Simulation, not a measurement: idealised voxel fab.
Proc. module: voxel wiring stack
For reference, the cross-section in this document is cut, with width 280 nm and square cells of 5 nm.
Square cells in a grid make up a cross-section in this document, and the grid is given as bands, listed from the top down, each one or more rows of cells.
For a band, the entry starts with two heights in nm, that of the top and then that of the bottom, and carries on with the band's materials in order from left to right, each alongside its width in nm; the word "full width" beside a single material means it fills the band edge to edge, and "blank" means empty space.
The level at which height equals 0 is the one under which the wafer, as it arrives, is entirely one material. No lower edge exists for the bottom band, which continues downward and is notated as in "0..down".
Width "30..40": first value at the band's top row of cells, second value at its bottom row, equal change from row to row.
What does "no change occurred" mean for a step? It means no cell of the cross-section changed in that step.
Basically, "Fully closed voids" tells you about the enclosed voids: empty spaces with no open way to the top, 8 cells or bigger, each written width x height at distance, where distance is from the left edge, all in nm.
Text after the settings on a step's line: the simulator's own remark on that step.
You can add "overlay nm" to a step's line. For a step with a mask, it describes how far the mask lay to the right of its planned position, and a negative number describes a lay to the left.

**These are the steps we planned for the process**
1. RECEIVE,material Si
2. CONFORMAL_DEP,material SiO2,thk nm 10
3. CONFORMAL_DEP,material SiCN,thk nm 5
4. DIRECTIONAL_DEP,material lowk,thk nm 25
5. DIRECTIONAL_DEP,material aC,thk nm 10
6. PATTERN,tone open,mask id METAL_1,material resist,width nm 30,pitch nm 45,thk nm 30,overlay nm 0
7. DIRECTIONAL_ETCH,etch materials aC,depth nm 10
8. STRIP,etch materials resist
9. DIRECTIONAL_ETCH,etch materials lowk,depth nm 25
10. DIRECTIONAL_ETCH,etch materials SiCN,depth nm 5
11. STRIP,etch materials aC
12. CONFORMAL_DEP,material TiN,thk nm 5
13. FILL_DEP,material W,thk nm 5
14. CMP,height nm 40
15. CONFORMAL_DEP,material SiCN,thk nm 5
16. DIRECTIONAL_DEP,material SiO2,thk nm 25
17. DIRECTIONAL_DEP,material aC,thk nm 15
18. PATTERN,tone open,mask id METAL_2_HOLES,material resist,width nm 15,thk nm 30,overlay nm 0
19. DIRECTIONAL_ETCH,etch materials aC,depth nm 15
20. STRIP,etch materials resist
21. DIRECTIONAL_ETCH,etch materials SiO2,depth nm 25
22. STRIP,etch materials aC
23. PATTERN,tone open,mask id METAL_2,material resist,width nm 30,pitch nm 45,thk nm 20,overlay nm 0
24. DIRECTIONAL_ETCH,etch materials SiO2,depth nm 15
25. DIRECTIONAL_ETCH,etch materials SiCN,depth nm 5
26. STRIP,etch materials resist
27. CONFORMAL_DEP,material TiN,thk nm 5
28. FILL_DEP,material Cu,thk nm 10
29. CMP,height nm 70
30. CONFORMAL_DEP,material SiCN,thk nm 5
31. DIRECTIONAL_DEP,material SiO2,thk nm 15
32. MASKED_ETCH,tone open,mask id PLUG_2,width nm 15,pitch nm 45,etch materials SiO2,depth nm 15,overlay nm 0
33. MASKED_ETCH,tone open,mask id PLUG_2,width nm 15,pitch nm 45,etch materials SiCN,depth nm 5,overlay nm 0
34. EPI,material Ru,thk nm 10
35. EPI,material Ru,thk nm 10
36. DIRECTIONAL_DEP,material TiN,thk nm 5
37. DIRECTIONAL_DEP,material W,thk nm 20
38. PATTERN,tone cover,mask id METAL_3,material resist,width nm 30,pitch nm 45,thk nm 15,overlay nm 0
39. DIRECTIONAL_ETCH,etch materials W,depth nm 20
40. DIRECTIONAL_ETCH,etch materials TiN,depth nm 5
41. STRIP,etch materials resist
42. CONFORMAL_DEP,material SiCN,thk nm 5
43. FILL_DEP,material SiO2,thk nm 5
44. CMP,height nm 115
45. CONFORMAL_DEP,material SiCN,thk nm 5
46. DIRECTIONAL_DEP,material SiO2,thk nm 10
47. DIRECTIONAL_DEP,material aC,thk nm 15
48. PATTERN,tone open,mask id PLUG_3,material resist,width nm 15,thk nm 35,overlay nm 0
49. DIRECTIONAL_ETCH,etch materials aC,depth nm 15
50. STRIP,etch materials resist
51. DIRECTIONAL_ETCH,etch materials SiO2,depth nm 10
52. DIRECTIONAL_ETCH,etch materials SiCN,depth nm 5
53. STRIP,etch materials aC
54. CONFORMAL_DEP,material TiN,thk nm 5
55. FILL_DEP,material Ru,thk nm 10
56. CMP,height nm 130
57. CONFORMAL_DEP,material SiN,thk nm 5
58. DIRECTIONAL_DEP,material SiO2,thk nm 25
59. DIRECTIONAL_DEP,material aC,thk nm 10
60. PATTERN,tone open,mask id METAL_4,material resist,width nm 30,pitch nm 45,thk nm 25,overlay nm 0
61. DIRECTIONAL_ETCH,etch materials aC,depth nm 10
62. STRIP,etch materials resist
63. DIRECTIONAL_ETCH,etch materials SiO2,depth nm 25
64. DIRECTIONAL_ETCH,etch materials SiN,depth nm 5
65. STRIP,etch materials aC
66. CONFORMAL_DEP,material TiN,thk nm 5
67. FILL_DEP,material Cu,thk nm 5
68. CMP,height nm 160
69. CONFORMAL_DEP,material SiN,thk nm 5

**Received-state cross-section, reflecting completion of step 1**
- 0..down = Si full width
- Fully closed voids: none

**a wafer at the end: this start, this plan, one mistake**
- 165..160 = SiN full width
- 160..135 = SiO2=100  TiN=5  Cu=20  TiN=5  SiO2=15  TiN=5  Cu=20  TiN=5  SiO2=105
- 135..130 = SiN=100  TiN=30  SiN=15  TiN=30  SiN=105
- 130..120 = SiO2=100  TiN=5  Ru=5  TiN=5  SiO2=165
- 120..115 = SiCN=100  TiN=15  SiCN=165
- 115..95 = SiO2=95  SiCN=5  W=30  SiCN=5  SiO2=5  SiCN=5  W=30  SiCN=5  SiO2=100
- 95..90 = SiCN=100  TiN=30  SiCN=15  TiN=30  SiCN=105
- 90..75 = SiO2=100  Ru=20  SiO2=25  Ru=20  SiO2=115
- 75..70 = SiCN=100  Ru=15  SiCN=30  Ru=15  SiCN=120
- 70..60 = SiO2=100  TiN=5  Cu=20  TiN=5  SiO2=15  TiN=5  Cu=20  TiN=5  SiO2=105
- 60..55 = SiO2=100  TiN=5  Cu=5  TiN=20  SiO2=15  TiN=30  SiO2=105
- 55..45 = SiO2=100  TiN=5  Cu=5  TiN=5  SiO2=165
- 45..40 = SiCN=100  TiN=15  SiCN=165
- 40..15 = lowk=100  TiN=5  W=20  TiN=5  lowk=15  TiN=5  W=20  TiN=5  lowk=105
- 15..10 = SiCN=100  TiN=30  SiCN=15  TiN=30  SiCN=105
- 10..0 = SiO2 full width
- 0..down = Si full width
- Fully closed voids: none
Which mistake was made when the wafer was run? step 32 did not use the planned setting and instead ran as MASKED_ETCH,tone open,mask id PLUG_2,width nm 20,pitch nm 45,etch materials SiO2,depth nm 15,overlay nm 0
